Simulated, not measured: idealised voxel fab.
process module | voxel transistor to metal
cross-section cut | 295 nm wide | cells 5 nm
A cross-section is a grid of square cells, given in bands from the top down. A band is one or more rows of cells.
Each band's line starts with the height of the band's top and of its bottom, in nm. Then come its materials from left to right, each with its width in nm. One material with "throughout" fills the band from edge to edge. "air" is empty space.
Height 0 is the level under which the wafer as received is all one material. The lowest band goes on downwards, as in "0 down".
A width such as "30 to 40" changes by the same amount from each row of cells to the next, from the band's top row to its bottom row.
"no change" after a step means that no cell of the cross-section changed.
closed voids: empty space of 8 cells or more with no open way to the top, each as width x height at its distance from the left edge, in nm
after a step's settings: what the simulator itself notes on the step
overlay nm, on a step with a mask: how far to the right of its planned place the mask lay; to the left if negative
Each pair below shows a cross-section before one step and the cross-section after it, down to the lowest band that changed. The line under each pair gives the step between them, with its settings. The pairs can come from different runs of this module on the same starting wafer, so a pair continues from the pair above only where its "before" says so.
before
  120 to 110: SiO2 30 | air 25 | SiO2 105 | air 25 | SiO2 110
  110 to 105: SiO2 35 | air 20 | SiO2 110 | air 20 | SiO2 110
  105 to 95: SiO2 35 | air 10 | SiO2 120 | air 10 | SiO2 120
  95 to 90: SiCN 35 | air 10 | SiCN 120 | air 10 | SiCN 120
  90 to 85: SiCN 25 | Ru 30 | SiCN 50 | Ru 30 | SiCN 20 | Ru 30 | SiCN 50 | Ru 30 | SiCN 30
  85 to 60: lowk 30 | TiN 5 | W 10 | TiN 5 | lowk 60 | TiN 5 | W 10 | TiN 5 | lowk 30 | TiN 5 | W 10 | TiN 5 | lowk 60 | TiN 5 | W 10 | TiN 5 | lowk 35
  60 to 55: SiN 30 | TiN 20 | SiN 60 | TiN 20 | SiN 30 | TiN 20 | SiN 60 | TiN 20 | SiN 35
  55 to 40: SiO2 30 | TiN 5 | Ru 10 | TiN 5 | SiO2 60 | TiN 5 | Ru 10 | TiN 5 | SiO2 30 | TiN 5 | Ru 10 | TiN 5 | SiO2 60 | TiN 5 | Ru 10 | TiN 5 | SiO2 35
  40 to 30: SiO2 30 | TiN 5 | Ru 10 | TiN 5 | SiO2 10 | SiN 5 | SiO2 5 | SiCN 20 | SiO2 5 | SiN 5 | SiO2 10 | TiN 5 | Ru 10 | TiN 5 | SiO2 30 | TiN 5 | Ru 10 | TiN 5 | SiO2 10 | SiN 5 | SiO2 5 | SiCN 20 | SiO2 5 | SiN 5 | SiO2 10 | TiN 5 | Ru 10 | TiN 5 | SiO2 35
  30 to 5: SiO2 30 | TiN 5 | Ru 10 | TiN 5 | SiO2 10 | SiN 5 | SiO2 5 | polySi 20 | SiO2 5 | SiN 5 | SiO2 10 | TiN 5 | Ru 10 | TiN 5 | SiO2 30 | TiN 5 | Ru 10 | TiN 5 | SiO2 10 | SiN 5 | SiO2 5 | polySi 20 | SiO2 5 | SiN 5 | SiO2 10 | TiN 5 | Ru 10 | TiN 5 | SiO2 35
  5 to 0: SiO2 30 | TiN 20 | SiO2 10 | SiN 5 | SiO2 5 | polySi 20 | SiO2 5 | SiN 5 | SiO2 10 | TiN 20 | SiO2 30 | TiN 20 | SiO2 10 | SiN 5 | SiO2 5 | polySi 20 | SiO2 5 | SiN 5 | SiO2 10 | TiN 20 | SiO2 35
  0 to -5: SiO2 20 | SiGe 40 | SiO2 40 | SiGe 40 | SiO2 10 | SiGe 40 | SiO2 40 | SiGe 40 | SiO2 25
  -5 to -30: SiO2 25 | Si 110 | SiO2 20 | Si 110 | SiO2 30
  -30 down: Si throughout
  closed voids: none
after
  125 to 120: TiN 35 | air 15 | TiN 115 | air 15 | TiN 115
  120 to 110: SiO2 30 | TiN 5 to 10 | air 15 to 10 | TiN 5 | SiO2 105 | TiN 5 to 10 | air 15 to 10 | TiN 5 | SiO2 110
  110 to 105: SiO2 35 | TiN 20 | SiO2 110 | TiN 20 | SiO2 110
  105 to 95: SiO2 35 | TiN 10 | SiO2 120 | TiN 10 | SiO2 120
  95 to 90: SiCN 35 | TiN 10 | SiCN 120 | TiN 10 | SiCN 120
  below 90: unchanged
  closed voids: none
the step between: op CONFORMAL_DEP | material TiN | thk nm 5
before: the cross-section after the pair above
after
  135 to 125: Cu throughout
  125 to 120: TiN 35 | Cu 15 | TiN 115 | Cu 15 | TiN 115
  120 to 110: SiO2 30 | TiN 5 to 10 | Cu 15 to 10 | TiN 5 | SiO2 105 | TiN 5 to 10 | Cu 15 to 10 | TiN 5 | SiO2 110
  below 110: unchanged
  closed voids: none
the step between: op FILL_DEP | material Cu | thk nm 10
before: the cross-section after the pair above
after
  120 to 110: SiO2 30 | TiN 5 to 10 | Cu 15 to 10 | TiN 5 | SiO2 105 | TiN 5 to 10 | Cu 15 to 10 | TiN 5 | SiO2 110
  below 110: unchanged
  closed voids: none
the step between: op CMP | height nm 120
before: the cross-section after the pair above
after
  125 to 120: SiCN throughout
  below 120: unchanged
  closed voids: none
the step between: op CONFORMAL_DEP | material SiCN | thk nm 5
before
  85 to 60: lowk 30 | air 20 | lowk 60 | air 20 | lowk 30 | air 20 | lowk 60 | air 20 | lowk 35
  60 to 55: SiN 30 | air 20 | SiN 60 | air 20 | SiN 30 | air 20 | SiN 60 | air 20 | SiN 35
  55 to 40: SiO2 30 | TiN 5 | Ru 10 | TiN 5 | SiO2 60 | TiN 5 | Ru 10 | TiN 5 | SiO2 30 | TiN 5 | Ru 10 | TiN 5 | SiO2 60 | TiN 5 | Ru 10 | TiN 5 | SiO2 35
  40 to 30: SiO2 30 | TiN 5 | Ru 10 | TiN 5 | SiO2 10 | SiN 5 | SiO2 5 | SiCN 20 | SiO2 5 | SiN 5 | SiO2 10 | TiN 5 | Ru 10 | TiN 5 | SiO2 30 | TiN 5 | Ru 10 | TiN 5 | SiO2 10 | SiN 5 | SiO2 5 | SiCN 20 | SiO2 5 | SiN 5 | SiO2 10 | TiN 5 | Ru 10 | TiN 5 | SiO2 35
  30 to 5: SiO2 30 | TiN 5 | Ru 10 | TiN 5 | SiO2 10 | SiN 5 | SiO2 5 | polySi 20 | SiO2 5 | SiN 5 | SiO2 10 | TiN 5 | Ru 10 | TiN 5 | SiO2 30 | TiN 5 | Ru 10 | TiN 5 | SiO2 10 | SiN 5 | SiO2 5 | polySi 20 | SiO2 5 | SiN 5 | SiO2 10 | TiN 5 | Ru 10 | TiN 5 | SiO2 35
  5 to 0: SiO2 30 | TiN 20 | SiO2 10 | SiN 5 | SiO2 5 | polySi 20 | SiO2 5 | SiN 5 | SiO2 10 | TiN 20 | SiO2 30 | TiN 20 | SiO2 10 | SiN 5 | SiO2 5 | polySi 20 | SiO2 5 | SiN 5 | SiO2 10 | TiN 20 | SiO2 35
  0 to -5: SiO2 20 | SiGe 40 | SiO2 40 | SiGe 40 | SiO2 10 | SiGe 40 | SiO2 40 | SiGe 40 | SiO2 25
  -5 to -30: SiO2 25 | Si 110 | SiO2 20 | Si 110 | SiO2 30
  -30 down: Si throughout
  closed voids: none
after
  90 to 85: aC 35 | air 10 | aC 70 | air 10 | aC 40 | air 10 | aC 70 | air 10 | aC 40
  85 to 60: lowk 30 | aC 5 | air 10 | aC 5 | lowk 60 | aC 5 | air 10 | aC 5 | lowk 30 | aC 5 | air 10 | aC 5 | lowk 60 | aC 5 | air 10 | aC 5 | lowk 35
  60 to 55: SiN 30 | aC 20 | SiN 60 | aC 20 | SiN 30 | aC 20 | SiN 60 | aC 20 | SiN 35
  below 55: unchanged
  closed voids: none
the step between: op CONFORMAL_DEP | material aC | thk nm 5
before: the cross-section after the pair above
after
  100 to 90: W throughout
  90 to 85: aC 35 | W 10 | aC 70 | W 10 | aC 40 | W 10 | aC 70 | W 10 | aC 40
  85 to 60: lowk 30 | aC 5 | W 10 | aC 5 | lowk 60 | aC 5 | W 10 | aC 5 | lowk 30 | aC 5 | W 10 | aC 5 | lowk 60 | aC 5 | W 10 | aC 5 | lowk 35
  below 60: unchanged
  closed voids: none
the step between: op FILL_DEP | material W | thk nm 10
before: the cross-section after the pair above
after
  85 to 60: lowk 30 | aC 5 | W 10 | aC 5 | lowk 60 | aC 5 | W 10 | aC 5 | lowk 30 | aC 5 | W 10 | aC 5 | lowk 60 | aC 5 | W 10 | aC 5 | lowk 35
  below 60: unchanged
  closed voids: none
the step between: op CMP | height nm 85
before: the cross-section after the pair above
after
  90 to 85: air 30 | Ru 20 | air 60 | Ru 20 | air 30 | Ru 20 | air 60 | Ru 20 | air 35
  below 85: unchanged
  closed voids: none
the step between: op EPI | material Ru | thk nm 5
before: the cross-section after the pair above
after
  95 to 90: SiCN throughout
  90 to 85: SiCN 30 | Ru 20 | SiCN 60 | Ru 20 | SiCN 30 | Ru 20 | SiCN 60 | Ru 20 | SiCN 35
  below 85: unchanged
  closed voids: none
the step between: op FILL_DEP | material SiCN | thk nm 5
before: the cross-section after the pair above
after
  120 to 95: SiO2 throughout
  below 95: unchanged
  closed voids: none
the step between: op DIRECTIONAL_DEP | material SiO2 | thk nm 25
before: the cross-section after the pair above
after
  130 to 120: aC throughout
  below 120: unchanged
  closed voids: none
the step between: op DIRECTIONAL_DEP | material aC | thk nm 10
before: the cross-section after the pair above
after
  155 to 130: resist 30 | air 20 | resist 110 | air 20 | resist 115
  below 130: unchanged
  closed voids: none
the step between: op PATTERN | tone open | mask id METAL_2 | material resist | width nm 20 | pitch nm 130 | thk nm 25 | overlay nm 0
before: the cross-section after the pair above
after
  145 to 130: resist 30 | air 20 | resist 110 | air 20 | resist 115
  130 to 120: aC 30 | air 20 | aC 110 | air 20 | aC 115
  below 120: unchanged
  closed voids: none
the step between: op DIRECTIONAL_ETCH | etch materials aC | depth nm 10
before: the cross-section after the pair above
after
  130 to 120: aC 30 | air 20 | aC 110 | air 20 | aC 115
  below 120: unchanged
  closed voids: none
the step between: op STRIP | etch materials resist
before: the cross-section after the pair above
after
  130 to 120: aC 30 | air 20 | aC 110 | air 20 | aC 115
  120 to 105: SiO2 30 | air 20 | SiO2 110 | air 20 | SiO2 115
  below 105: unchanged
  closed voids: none
the step between: op DIRECTIONAL_ETCH | etch materials SiO2 | depth nm 15
before: the cross-section after the pair above
after
  120 to 105: SiO2 30 | air 20 | SiO2 110 | air 20 | SiO2 115
  below 105: unchanged
  closed voids: none
the step between: op STRIP | etch materials aC
before: the cross-section after the pair above
after
  130 to 120: aC 30 | air 20 | aC 110 | air 20 | aC 115
  120 to 115: SiO2 30 | air 20 | SiO2 110 | air 20 | SiO2 115
  115 to 105: SiO2 30 | aC 20 | SiO2 110 | aC 20 | SiO2 115
  below 105: unchanged
  closed voids: none
the step between: op DIRECTIONAL_DEP | material aC | thk nm 10
before: the cross-section after the pair above
after
  155 to 130: resist 30 | air 15 | resist 115 | air 15 | resist 120
  130 to 120: aC 30 | air 15 | resist 5 | aC 110 | air 15 | resist 5 | aC 115
  120 to 115: SiO2 30 | air 15 | resist 5 | SiO2 110 | air 15 | resist 5 | SiO2 115
  below 115: unchanged
  closed voids: none
the step between: op PATTERN | tone open | mask id METAL_2_HOLES | material resist | width nm 15 | pitch nm 130 | thk nm 25 | overlay nm 0
before: the cross-section after the pair above
after
  145 to 130: resist 30 | air 15 | resist 115 | air 15 | resist 120
  130 to 120: aC 30 | air 15 | resist 5 | aC 110 | air 15 | resist 5 | aC 115
  120 to 115: SiO2 30 | air 15 | resist 5 | SiO2 110 | air 15 | resist 5 | SiO2 115
  115 to 105: SiO2 30 | air 15 | aC 5 | SiO2 110 | air 15 | aC 5 | SiO2 115
  below 105: unchanged
  closed voids: none
the step between: op DIRECTIONAL_ETCH | etch materials aC | depth nm 10
before: the cross-section after the pair above
after
  130 to 120: aC 30 | air 20 | aC 110 | air 20 | aC 115
  120 to 115: SiO2 30 | air 20 | SiO2 110 | air 20 | SiO2 115
  below 115: unchanged
  closed voids: none
the step between: op STRIP | etch materials resist
before: the cross-section after the pair above
after
  130 to 120: aC 30 | air 20 | aC 110 | air 20 | aC 115
  120 to 115: SiO2 30 | air 20 | SiO2 110 | air 20 | SiO2 115
  115 to 105: SiO2 30 | air 15 | aC 5 | SiO2 110 | air 15 | aC 5 | SiO2 115
  105 to 95: SiO2 30 | air 15 | SiO2 115 | air 15 | SiO2 120
  below 95: unchanged
  closed voids: none
the step between: op DIRECTIONAL_ETCH | etch materials SiO2 | depth nm 10
before: the cross-section after the pair above
after
  130 to 120: aC 30 | air 20 | aC 110 | air 20 | aC 115
  120 to 115: SiO2 30 | air 20 | SiO2 110 | air 20 | SiO2 115
  115 to 105: SiO2 30 | air 15 | aC 5 | SiO2 110 | air 15 | aC 5 | SiO2 115
  105 to 95: SiO2 30 | air 15 | SiO2 115 | air 15 | SiO2 120
  95 to 90: SiCN 30 | air 15 | SiCN 115 | air 15 | SiCN 120
  below 90: unchanged
  closed voids: none
the step between: op DIRECTIONAL_ETCH | etch materials SiCN | depth nm 5
before: the cross-section after the pair above
after
  120 to 105: SiO2 30 | air 20 | SiO2 110 | air 20 | SiO2 115
  below 105: unchanged
  closed voids: none
the step between: op STRIP | etch materials aC
before: the cross-section after the pair above
after
  125 to 120: TiN 35 | air 10 | TiN 120 | air 10 | TiN 120
  120 to 110: SiO2 30 | TiN 5 | air 10 | TiN 5 | SiO2 110 | TiN 5 | air 10 | TiN 5 | SiO2 115
  110 to 105: SiO2 30 | TiN 5 | air 5 | TiN 10 | SiO2 110 | TiN 5 | air 5 | TiN 10 | SiO2 115
  105 to 95: SiO2 30 | TiN 5 | air 5 | TiN 5 | SiO2 115 | TiN 5 | air 5 | TiN 5 | SiO2 120
  95 to 90: SiCN 30 | TiN 15 | SiCN 115 | TiN 15 | SiCN 120
  below 90: unchanged
  closed voids: none
the step between: op CONFORMAL_DEP | material TiN | thk nm 5
before: the cross-section after the pair above
after
  135 to 125: Cu throughout
  125 to 120: TiN 35 | Cu 10 | TiN 120 | Cu 10 | TiN 120
  120 to 110: SiO2 30 | TiN 5 | Cu 10 | TiN 5 | SiO2 110 | TiN 5 | Cu 10 | TiN 5 | SiO2 115
  110 to 105: SiO2 30 | TiN 5 | Cu 5 | TiN 10 | SiO2 110 | TiN 5 | Cu 5 | TiN 10 | SiO2 115
  105 to 95: SiO2 30 | TiN 5 | Cu 5 | TiN 5 | SiO2 115 | TiN 5 | Cu 5 | TiN 5 | SiO2 120
  below 95: unchanged
  closed voids: none
the step between: op FILL_DEP | material Cu | thk nm 10
before: the cross-section after the pair above
after
  120 to 110: SiO2 30 | TiN 5 | Cu 10 | TiN 5 | SiO2 110 | TiN 5 | Cu 10 | TiN 5 | SiO2 115
  below 110: unchanged
  closed voids: none
the step between: op CMP | height nm 120
before: the cross-section after the pair above
after
  125 to 120: SiCN throughout
  below 120: unchanged
  closed voids: none
the step between: op CONFORMAL_DEP | material SiCN | thk nm 5
before
  100 to 85: aC throughout
  85 to 60: lowk throughout
  60 to 55: SiN throughout
  55 to 40: SiO2 30 | TiN 5 | Ru 10 | TiN 5 | SiO2 60 | TiN 5 | Ru 10 | TiN 5 | SiO2 30 | TiN 5 | Ru 10 | TiN 5 | SiO2 60 | TiN 5 | Ru 10 | TiN 5 | SiO2 35
  40 to 30: SiO2 30 | TiN 5 | Ru 10 | TiN 5 | SiO2 10 | SiN 5 | SiO2 5 | SiCN 20 | SiO2 5 | SiN 5 | SiO2 10 | TiN 5 | Ru 10 | TiN 5 | SiO2 30 | TiN 5 | Ru 10 | TiN 5 | SiO2 10 | SiN 5 | SiO2 5 | SiCN 20 | SiO2 5 | SiN 5 | SiO2 10 | TiN 5 | Ru 10 | TiN 5 | SiO2 35
  30 to 5: SiO2 30 | TiN 5 | Ru 10 | TiN 5 | SiO2 10 | SiN 5 | SiO2 5 | polySi 20 | SiO2 5 | SiN 5 | SiO2 10 | TiN 5 | Ru 10 | TiN 5 | SiO2 30 | TiN 5 | Ru 10 | TiN 5 | SiO2 10 | SiN 5 | SiO2 5 | polySi 20 | SiO2 5 | SiN 5 | SiO2 10 | TiN 5 | Ru 10 | TiN 5 | SiO2 35
  5 to 0: SiO2 30 | TiN 20 | SiO2 10 | SiN 5 | SiO2 5 | polySi 20 | SiO2 5 | SiN 5 | SiO2 10 | TiN 20 | SiO2 30 | TiN 20 | SiO2 10 | SiN 5 | SiO2 5 | polySi 20 | SiO2 5 | SiN 5 | SiO2 10 | TiN 20 | SiO2 35
  0 to -5: SiO2 20 | SiGe 40 | SiO2 40 | SiGe 40 | SiO2 10 | SiGe 40 | SiO2 40 | SiGe 40 | SiO2 25
  -5 to -30: SiO2 25 | Si 110 | SiO2 20 | Si 110 | SiO2 30
  -30 down: Si throughout
  closed voids: none
after
  135 to 100: air 30 | resist 20 | air 60 | resist 20 | air 30 | resist 20 | air 60 | resist 20 | air 35
  below 100: unchanged
  closed voids: none
the step between: op PATTERN | tone cover | mask id METAL_1 | material resist | width nm 20 | thk nm 35 | overlay nm 0
before: the cross-section after the pair above
after
  120 to 100: air 30 | resist 20 | air 60 | resist 20 | air 30 | resist 20 | air 60 | resist 20 | air 35
  100 to 85: air 30 | aC 20 | air 60 | aC 20 | air 30 | aC 20 | air 60 | aC 20 | air 35
  below 85: unchanged
  closed voids: none
the step between: op DIRECTIONAL_ETCH | etch materials aC | depth nm 15
before: the cross-section after the pair above
after
  100 to 85: air 30 | aC 20 | air 60 | aC 20 | air 30 | aC 20 | air 60 | aC 20 | air 35
  below 85: unchanged
  closed voids: none
the step between: op STRIP | etch materials resist
before: the cross-section after the pair above
after
  100 to 85: air 30 | aC 20 | air 60 | aC 20 | air 30 | aC 20 | air 60 | aC 20 | air 35
  85 to 60: air 30 | lowk 20 | air 60 | lowk 20 | air 30 | lowk 20 | air 60 | lowk 20 | air 35
  below 60: unchanged
  closed voids: none
the step between: op DIRECTIONAL_ETCH | etch materials lowk | depth nm 25
before: the cross-section after the pair above
after
  100 to 85: air 30 | aC 20 | air 60 | aC 20 | air 30 | aC 20 | air 60 | aC 20 | air 35
  85 to 60: air 30 | lowk 20 | air 60 | lowk 20 | air 30 | lowk 20 | air 60 | lowk 20 | air 35
  60 to 55: air 30 | SiN 20 | air 60 | SiN 20 | air 30 | SiN 20 | air 60 | SiN 20 | air 35
  below 55: unchanged
  closed voids: none
the step between: op DIRECTIONAL_ETCH | etch materials SiN | depth nm 5
before: the cross-section after the pair above
after
  85 to 60: air 30 | lowk 20 | air 60 | lowk 20 | air 30 | lowk 20 | air 60 | lowk 20 | air 35
  below 60: unchanged
  closed voids: none
the step between: op STRIP | etch materials aC
before: the cross-section after the pair above
after
  90 to 85: air 25 | TiN 30 | air 50 | TiN 30 | air 20 | TiN 30 | air 50 | TiN 30 | air 30
  85 to 60: air 25 | TiN 5 | lowk 20 | TiN 5 | air 50 | TiN 5 | lowk 20 | TiN 5 | air 20 | TiN 5 | lowk 20 | TiN 5 | air 50 | TiN 5 | lowk 20 | TiN 5 | air 30
  60 to 55: TiN 30 | SiN 20 | TiN 60 | SiN 20 | TiN 30 | SiN 20 | TiN 60 | SiN 20 | TiN 35
  below 55: unchanged
  closed voids: none
the step between: op CONFORMAL_DEP | material TiN | thk nm 5
before: the cross-section after the pair above
after
  100 to 90: W throughout
  90 to 85: W 25 | TiN 30 | W 50 | TiN 30 | W 20 | TiN 30 | W 50 | TiN 30 | W 30
  85 to 60: W 25 | TiN 5 | lowk 20 | TiN 5 | W 50 | TiN 5 | lowk 20 | TiN 5 | W 20 | TiN 5 | lowk 20 | TiN 5 | W 50 | TiN 5 | lowk 20 | TiN 5 | W 30
  below 60: unchanged
  closed voids: none
the step between: op FILL_DEP | material W | thk nm 10
before: the cross-section after the pair above
after
  85 to 60: W 25 | TiN 5 | lowk 20 | TiN 5 | W 50 | TiN 5 | lowk 20 | TiN 5 | W 20 | TiN 5 | lowk 20 | TiN 5 | W 50 | TiN 5 | lowk 20 | TiN 5 | W 30
  below 60: unchanged
  closed voids: none
the step between: op CMP | height nm 85
before: the cross-section after the pair above
after
  90 to 85: Ru 35 | air 10 | Ru 70 | air 10 | Ru 40 | air 10 | Ru 70 | air 10 | Ru 40
  below 85: unchanged
  closed voids: none
the step between: op EPI | material Ru | thk nm 5
before: the cross-section after the pair above
after
  95 to 90: SiCN throughout
  90 to 85: Ru 35 | SiCN 10 | Ru 70 | SiCN 10 | Ru 40 | SiCN 10 | Ru 70 | SiCN 10 | Ru 40
  below 85: unchanged
  closed voids: none
the step between: op FILL_DEP | material SiCN | thk nm 5
before: the cross-section after the pair above
after
  120 to 95: SiO2 throughout
  below 95: unchanged
  closed voids: none
the step between: op DIRECTIONAL_DEP | material SiO2 | thk nm 25
before: the cross-section after the pair above
after
  130 to 120: aC throughout
  below 120: unchanged
  closed voids: none
the step between: op DIRECTIONAL_DEP | material aC | thk nm 10
before: the cross-section after the pair above
after
  155 to 130: resist 30 | air 20 | resist 110 | air 20 | resist 115
  below 130: unchanged
  closed voids: none
the step between: op PATTERN | tone open | mask id METAL_2 | material resist | width nm 20 | pitch nm 130 | thk nm 25 | overlay nm 0
before: the cross-section after the pair above
after
  145 to 130: resist 30 | air 20 | resist 110 | air 20 | resist 115
  130 to 120: aC 30 | air 20 | aC 110 | air 20 | aC 115
  below 120: unchanged
  closed voids: none
the step between: op DIRECTIONAL_ETCH | etch materials aC | depth nm 10
before: the cross-section after the pair above
after
  130 to 120: aC 30 | air 20 | aC 110 | air 20 | aC 115
  below 120: unchanged
  closed voids: none
the step between: op STRIP | etch materials resist
before: the cross-section after the pair above
after
  130 to 120: aC 30 | air 20 | aC 110 | air 20 | aC 115
  120 to 105: SiO2 30 | air 20 | SiO2 110 | air 20 | SiO2 115
  below 105: unchanged
  closed voids: none
the step between: op DIRECTIONAL_ETCH | etch materials SiO2 | depth nm 15
before: the cross-section after the pair above
after
  120 to 105: SiO2 30 | air 20 | SiO2 110 | air 20 | SiO2 115
  below 105: unchanged
  closed voids: none
the step between: op STRIP | etch materials aC
before: the cross-section after the pair above
after
  130 to 120: aC 30 | air 20 | aC 110 | air 20 | aC 115
  120 to 115: SiO2 30 | air 20 | SiO2 110 | air 20 | SiO2 115
  115 to 105: SiO2 30 | aC 20 | SiO2 110 | aC 20 | SiO2 115
  below 105: unchanged
  closed voids: none
the step between: op DIRECTIONAL_DEP | material aC | thk nm 10
before: the cross-section after the pair above
after
  155 to 130: resist 30 | air 15 | resist 115 | air 15 | resist 120
  130 to 120: aC 30 | air 15 | resist 5 | aC 110 | air 15 | resist 5 | aC 115
  120 to 115: SiO2 30 | air 15 | resist 5 | SiO2 110 | air 15 | resist 5 | SiO2 115
  below 115: unchanged
  closed voids: none
the step between: op PATTERN | tone open | mask id METAL_2_HOLES | material resist | width nm 15 | pitch nm 130 | thk nm 25 | overlay nm 0
before: the cross-section after the pair above
after
  145 to 130: resist 30 | air 15 | resist 115 | air 15 | resist 120
  130 to 120: aC 30 | air 15 | resist 5 | aC 110 | air 15 | resist 5 | aC 115
  120 to 115: SiO2 30 | air 15 | resist 5 | SiO2 110 | air 15 | resist 5 | SiO2 115
  115 to 105: SiO2 30 | air 15 | aC 5 | SiO2 110 | air 15 | aC 5 | SiO2 115
  below 105: unchanged
  closed voids: none
the step between: op DIRECTIONAL_ETCH | etch materials aC | depth nm 10
before: the cross-section after the pair above
after
  130 to 120: aC 30 | air 20 | aC 110 | air 20 | aC 115
  120 to 115: SiO2 30 | air 20 | SiO2 110 | air 20 | SiO2 115
  below 115: unchanged
  closed voids: none
the step between: op STRIP | etch materials resist
before: the cross-section after the pair above
after
  130 to 120: aC 30 | air 20 | aC 110 | air 20 | aC 115
  120 to 115: SiO2 30 | air 20 | SiO2 110 | air 20 | SiO2 115
  115 to 105: SiO2 30 | air 15 | aC 5 | SiO2 110 | air 15 | aC 5 | SiO2 115
  105 to 95: SiO2 30 | air 15 | SiO2 115 | air 15 | SiO2 120
  below 95: unchanged
  closed voids: none
the step between: op DIRECTIONAL_ETCH | etch materials SiO2 | depth nm 10
before: the cross-section after the pair above
after
  130 to 120: aC 30 | air 20 | aC 110 | air 20 | aC 115
  120 to 115: SiO2 30 | air 20 | SiO2 110 | air 20 | SiO2 115
  115 to 105: SiO2 30 | air 15 | aC 5 | SiO2 110 | air 15 | aC 5 | SiO2 115
  105 to 95: SiO2 30 | air 15 | SiO2 115 | air 15 | SiO2 120
  95 to 90: SiCN 30 | air 15 | SiCN 115 | air 15 | SiCN 120
  below 90: unchanged
  closed voids: none
the step between: op DIRECTIONAL_ETCH | etch materials SiCN | depth nm 5
before: the cross-section after the pair above
after
  120 to 105: SiO2 30 | air 20 | SiO2 110 | air 20 | SiO2 115
  below 105: unchanged
  closed voids: none
the step between: op STRIP | etch materials aC
before: the cross-section after the pair above
after
  125 to 120: TiN 35 | air 10 | TiN 120 | air 10 | TiN 120
  120 to 110: SiO2 30 | TiN 5 | air 10 | TiN 5 | SiO2 110 | TiN 5 | air 10 | TiN 5 | SiO2 115
  110 to 105: SiO2 30 | TiN 5 | air 5 | TiN 10 | SiO2 110 | TiN 5 | air 5 | TiN 10 | SiO2 115
  105 to 95: SiO2 30 | TiN 5 | air 5 | TiN 5 | SiO2 115 | TiN 5 | air 5 | TiN 5 | SiO2 120
  95 to 90: SiCN 30 | TiN 15 | SiCN 115 | TiN 15 | SiCN 120
  below 90: unchanged
  closed voids: none
the step between: op CONFORMAL_DEP | material TiN | thk nm 5
before: the cross-section after the pair above
after
  135 to 125: Cu throughout
  125 to 120: TiN 35 | Cu 10 | TiN 120 | Cu 10 | TiN 120
  120 to 110: SiO2 30 | TiN 5 | Cu 10 | TiN 5 | SiO2 110 | TiN 5 | Cu 10 | TiN 5 | SiO2 115
  110 to 105: SiO2 30 | TiN 5 | Cu 5 | TiN 10 | SiO2 110 | TiN 5 | Cu 5 | TiN 10 | SiO2 115
  105 to 95: SiO2 30 | TiN 5 | Cu 5 | TiN 5 | SiO2 115 | TiN 5 | Cu 5 | TiN 5 | SiO2 120
  below 95: unchanged
  closed voids: none
the step between: op FILL_DEP | material Cu | thk nm 10
before: the cross-section after the pair above
after
  120 to 110: SiO2 30 | TiN 5 | Cu 10 | TiN 5 | SiO2 110 | TiN 5 | Cu 10 | TiN 5 | SiO2 115
  below 110: unchanged
  closed voids: none
the step between: op CMP | height nm 120
before: the cross-section after the pair above
after
  125 to 120: SiCN throughout
  below 120: unchanged
  closed voids: none
the step between: op CONFORMAL_DEP | material SiCN | thk nm 5
